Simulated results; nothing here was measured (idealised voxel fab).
Herein follows the process module entitled voxel capacitor over wiring.
For reference, the cross-section in this document is cut, with width 155 nm and square cells of 5 nm.
We lay out every cross-section as a grid of square cells and spell it out in bands from the top down, where one band means one or more rows of cells.
This entry defines a band. It first specifies the height of the band's top and the height of its bottom in nm, and then specifies the band's materials from left to right, stating each material with its width in nm. The word "all across" identifies a single material that fills the band from edge to edge, while the word "empty" identifies empty space.
Heights are measured from 0, the level below which the as-received wafer is all one material; the lowest band has no bottom and continues downward, written as in "0..down".
When a width is written as two numbers, as in "30 to 40", the first number is the width in the top row of cells of the band and the second is the width in its bottom row, and the width changes by the same amount from each row to the next.
"nothing got changed" -> step changed no cross-section cell.
Empty spaces counting at least 8 cells and having no open way to the top are listed in "Cavities, closed". The notation width x height at distance is used for each, the distance being from the left edge and all three values in nm.
Past the settings on a step's line: simulator remark, on that step.
What "overlay nm" on a step's line means: if the step has a mask, that mask lay this far to the right of its planned place, or, when the value is negative, to the left.

The following list gives the planned process steps
1. RECEIVE | material Si
2. CONFORMAL_DEP | material SiO2 | thk nm 15
3. CONFORMAL_DEP | material SiN | thk nm 5
4. DIRECTIONAL_DEP | material SiO2 | thk nm 25
5. DIRECTIONAL_DEP | material aC | thk nm 15
6. PATTERN | tone open | mask id METAL_1 | material resist | width nm 30 | pitch nm 80 | thk nm 35 | overlay nm 0
7. DIRECTIONAL_ETCH | etch materials aC | depth nm 15
8. STRIP | etch materials resist
9. DIRECTIONAL_ETCH | etch materials SiO2 | depth nm 25
10. DIRECTIONAL_ETCH | etch materials SiN | depth nm 5
11. STRIP | etch materials aC
12. CONFORMAL_DEP | material TiN | thk nm 5
13. FILL_DEP | material Ru | thk nm 5
14. CMP | height nm 45
15. CONFORMAL_DEP | material SiCN | thk nm 5
16. DIRECTIONAL_DEP | material lowk | thk nm 15
17. MASKED_ETCH | tone open | mask id PLUG_1 | width nm 15 | etch materials lowk | depth nm 15 | overlay nm 0
18. MASKED_ETCH | tone open | mask id PLUG_1 | width nm 15 | etch materials SiCN | depth nm 5 | overlay nm 0
19. EPI | material Ru | thk nm 10
20. EPI | material Ru | thk nm 10
21. DIRECTIONAL_DEP | material TiN | thk nm 10
22. DIRECTIONAL_DEP | material HfO2 | thk nm 5
23. DIRECTIONAL_DEP | material TiN | thk nm 10
24. DIRECTIONAL_DEP | material aC | thk nm 15
25. PATTERN | tone cover | mask id UPPER_PLATE | material resist | width nm 55 | thk nm 30 | overlay nm 0
26. DIRECTIONAL_ETCH | etch materials aC | depth nm 15
27. STRIP | etch materials resist
28. DIRECTIONAL_ETCH | etch materials TiN | depth nm 10
29. DIRECTIONAL_ETCH | etch materials HfO2 | depth nm 5
30. STRIP | etch materials aC
31. DIRECTIONAL_DEP | material aC | thk nm 10
32. PATTERN | tone cover | mask id LOWER_PLATE | material resist | width nm 65 | thk nm 30 | overlay nm 0
33. DIRECTIONAL_ETCH | etch materials aC | depth nm 10
34. STRIP | etch materials resist
35. DIRECTIONAL_ETCH | etch materials TiN | depth nm 10
36. STRIP | etch materials aC
37. FILL_DEP | material SiO2 | thk nm 20
38. CMP | height nm 105
39. MASKED_ETCH | tone open | mask id PLUG_2 | width nm 15 | etch materials SiO2 | depth nm 15 | overlay nm 0
40. CONFORMAL_DEP | material TiN | thk nm 5
41. FILL_DEP | material Ru | thk nm 10
42. CMP | height nm 105
43. CONFORMAL_DEP | material SiCN | thk nm 5

Incoming wafer in cross-section (state: after step 1)
    0..down | Si all across
    Cavities, closed: none

Cross-section, first of two wafers, end of module, run as planned
    110..105 | SiCN all across
    105..95 | SiO2: 45, then TiN: 5, then Ru: 5, then TiN: 5, then SiO2: 95
    95..90 | SiO2: 45, then TiN: 15, then SiO2: 95
    90..80 | SiO2: 35, then TiN: 55, then SiO2: 65
    80..75 | SiO2: 35, then HfO2: 55, then SiO2: 65
    75..65 | SiO2: 30, then TiN: 65, then SiO2: 60
    65..50 | lowk: 35, then Ru: 15, then lowk: 105
    50..45 | SiCN: 35, then Ru: 15, then SiCN: 105
    45..20 | SiO2: 20, then TiN: 5, then Ru: 20, then TiN: 5, then SiO2: 50, then TiN: 5, then Ru: 20, then TiN: 5, then SiO2: 25
    20..15 | SiN: 20, then TiN: 30, then SiN: 50, then TiN: 30, then SiN: 25
    15..0 | SiO2 all across
    0..down | Si all across
    Cavities, closed: none

Wafer two, end of module, cross-section. Same start, same plan as wafer one. One mistake in the run
    110..105 | SiCN all across
    105..95 | SiO2: 45, then TiN: 5, then Ru: 5, then TiN: 5, then SiO2: 95
    95..90 | SiO2: 45, then TiN: 15, then SiO2: 95
    90..80 | SiO2: 30, then TiN: 5, then SiO2: 55, then TiN: 5, then SiO2: 60
    80..75 | HfO2: 35, then SiO2: 55, then HfO2: 65
    75..65 | TiN all across
    65..50 | lowk: 35, then Ru: 15, then lowk: 105
    50..45 | SiCN: 35, then Ru: 15, then SiCN: 105
    45..20 | SiO2: 20, then TiN: 5, then Ru: 20, then TiN: 5, then SiO2: 50, then TiN: 5, then Ru: 20, then TiN: 5, then SiO2: 25
    20..15 | SiN: 20, then TiN: 30, then SiN: 50, then TiN: 30, then SiN: 25
    15..0 | SiO2 all across
    0..down | Si all across
    Cavities, closed: none
Error vs. plan: step 25 did not happen as planned, as run it was PATTERN | tone open | mask id UPPER_PLATE | material resist | width nm 55 | thk nm 30 | overlay nm 0
Wafer comparison, final, in cells, second relative to first, materials more or fewer: HfO2: 9 more, SiO2: 27 fewer, TiN: 18 more
